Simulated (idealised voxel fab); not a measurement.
Module name: voxel capacitor over wiring (process module)
cross-section cut | 200 nm wide | cells 5 nm
Notation: cross-section as square-cell grid; stated in bands, top first, going down; one or more cell rows per band.
Within each band entry, the heights of the top and of the bottom of the band appear first, in that order and in nm; the materials of the band then follow from left to right, each with its corresponding width in nm. The designation "full width" on a single material indicates that it fills the band from edge to edge; the designation "empty" indicates empty space.
Zero point of the height axis is 0; under it, received wafer = one material. Lowest band: continues down indefinitely, "0..down".
It should be noted that a width expressed as "30 to 40" varies in equal increments from row to row of cells within the band, taking the value of the first number at the top row and that of the second number at the bottom row.
Basically "stayed the same" means that step didn't change any cell in the cross-section.
You'll see "Closed void inventory" listing empty spaces that have no way open to the top, as long as they're 8 cells or more; the notation is width x height at distance, where the distance is from the left edge, and all of it is in nm.
If you see something after the settings on a step's line, that's the simulator's own remark about that step.
overlay nm: how far to the right of its planned place the mask lay on this masked step (negative: to the left).

### Process steps (planned)
- 1: RECEIVE,material Si
- 2: CONFORMAL_DEP,material SiO2,thk nm 15
- 3: CONFORMAL_DEP,material SiCN,thk nm 5
- 4: DIRECTIONAL_DEP,material SiO2,thk nm 20
- 5: DIRECTIONAL_DEP,material aC,thk nm 15
- 6: PATTERN,tone open,mask id METAL_1,material resist,width nm 25,pitch nm 90,thk nm 35,overlay nm 0
- 7: DIRECTIONAL_ETCH,etch materials aC,depth nm 15
- 8: STRIP,etch materials resist
- 9: DIRECTIONAL_ETCH,etch materials SiO2,depth nm 20
- 10: DIRECTIONAL_ETCH,etch materials SiCN,depth nm 5
- 11: STRIP,etch materials aC
- 12: CONFORMAL_DEP,material TiN,thk nm 5
- 13: FILL_DEP,material Cu,thk nm 10
- 14: CMP,height nm 40
- 15: EPI,material Ru,thk nm 5
- 16: FILL_DEP,material SiCN,thk nm 5
- 17: DIRECTIONAL_DEP,material lowk,thk nm 10
- 18: PATTERN,tone open,mask id PLUG_1,material resist,width nm 15,thk nm 20,overlay nm 0
- 19: DIRECTIONAL_ETCH,etch materials lowk,depth nm 10
- 20: DIRECTIONAL_ETCH,etch materials SiCN,depth nm 5
- 21: STRIP,etch materials resist
- 22: EPI,material Ru,thk nm 10
- 23: EPI,material Ru,thk nm 5
- 24: DIRECTIONAL_DEP,material TiN,thk nm 10
- 25: DIRECTIONAL_DEP,material HfO2,thk nm 5
- 26: DIRECTIONAL_DEP,material TiN,thk nm 5
- 27: DIRECTIONAL_DEP,material aC,thk nm 10
- 28: PATTERN,tone cover,mask id UPPER_PLATE,material resist,width nm 70,thk nm 25,overlay nm 0
- 29: DIRECTIONAL_ETCH,etch materials aC,depth nm 10
- 30: STRIP,etch materials resist
- 31: DIRECTIONAL_ETCH,etch materials TiN,depth nm 5
- 32: DIRECTIONAL_ETCH,etch materials HfO2,depth nm 5
- 33: STRIP,etch materials aC
- 34: PATTERN,tone cover,mask id LOWER_PLATE,material resist,width nm 80,thk nm 15,overlay nm 0
- 35: DIRECTIONAL_ETCH,etch materials TiN,depth nm 10
- 36: STRIP,etch materials resist
- 37: FILL_DEP,material SiO2,thk nm 20
- 38: CMP,height nm 95
- 39: DIRECTIONAL_DEP,material aC,thk nm 15
- 40: PATTERN,tone open,mask id PLUG_2,material resist,width nm 15,thk nm 30,overlay nm 0
- 41: DIRECTIONAL_ETCH,etch materials aC,depth nm 15
- 42: STRIP,etch materials resist
- 43: DIRECTIONAL_ETCH,etch materials SiO2,depth nm 15
- 44: STRIP,etch materials aC
- 45: CONFORMAL_DEP,material TiN,thk nm 5
- 46: FILL_DEP,material Ru,thk nm 5
- 47: CMP,height nm 95
- 48: CONFORMAL_DEP,material SiCN,thk nm 5
The wafers are alike at the start. At step 18, their width nm differs. The plan lists the first wafer's value.

### Received wafers, first of several: cross-section after step 1
> 0..down  Si full width
> Closed void inventory: none

### Take a look at the first of several wafers in cross-section: the module is done, and step 48 was its last step
> 100..95  SiCN full width
> 95..85  60 SiO2 | 5 TiN | 5 Ru | 5 TiN | 125 SiO2
> 85..75  60 to 50 SiO2 | 15 to 70 TiN | 125 to 80 SiO2
> 75..70  50 SiO2 | 70 HfO2 | 80 SiO2
> 70..60  45 SiO2 | 80 TiN | 75 SiO2
> 60..50  50 lowk | 15 Ru | 135 lowk
> 50..45  50 SiCN | 15 Ru | 135 SiCN
> 45..40  35 SiCN | 35 Ru | 55 SiCN | 35 Ru | 40 SiCN
> 40..20  40 SiO2 | 5 TiN | 15 Cu | 5 TiN | 65 SiO2 | 5 TiN | 15 Cu | 5 TiN | 45 SiO2
> 20..15  40 SiCN | 25 TiN | 65 SiCN | 25 TiN | 45 SiCN
> 15..0  SiO2 full width
> 0..down  Si full width
> Closed void inventory: none

### Cross-sectional depiction of the last of several wafers upon completion of the module
> 100..95  SiCN full width
> 95..85  60 SiO2 | 5 TiN | 5 Ru | 5 TiN | 125 SiO2
> 85..75  60 to 50 SiO2 | 15 to 70 TiN | 125 to 80 SiO2
> 75..70  50 SiO2 | 70 HfO2 | 80 SiO2
> 70..60  45 SiO2 | 80 TiN | 75 SiO2
> 60..50  45 lowk | 30 Ru | 125 lowk
> 50..45  45 SiCN | 30 Ru | 125 SiCN
> 45..40  35 SiCN | 35 Ru | 55 SiCN | 35 Ru | 40 SiCN
> 40..20  40 SiO2 | 5 TiN | 15 Cu | 5 TiN | 65 SiO2 | 5 TiN | 15 Cu | 5 TiN | 45 SiO2
> 20..15  40 SiCN | 25 TiN | 65 SiCN | 25 TiN | 45 SiCN
> 15..0  SiO2 full width
> 0..down  Si full width
> Closed void inventory: none

### Rows = wafers. At module end, each row lists per material the cells gained (+) or lost (-) since the wafer was received, then the closed voids
width nm 15; +24 Cu; +14 HfO2; +25 Ru; +133 SiCN; +451 SiO2; +79 TiN; +74 lowk; Closed void inventory: none
width nm 20; +24 Cu; +14 HfO2; +28 Ru; +132 SiCN; +451 SiO2; +79 TiN; +72 lowk; Closed void inventory: none
width nm 25; +24 Cu; +14 HfO2; +31 Ru; +131 SiCN; +451 SiO2; +79 TiN; +70 lowk; Closed void inventory: none
width nm 30; +24 Cu; +14 HfO2; +34 Ru; +130 SiCN; +451 SiO2; +79 TiN; +68 lowk; Closed void inventory: none
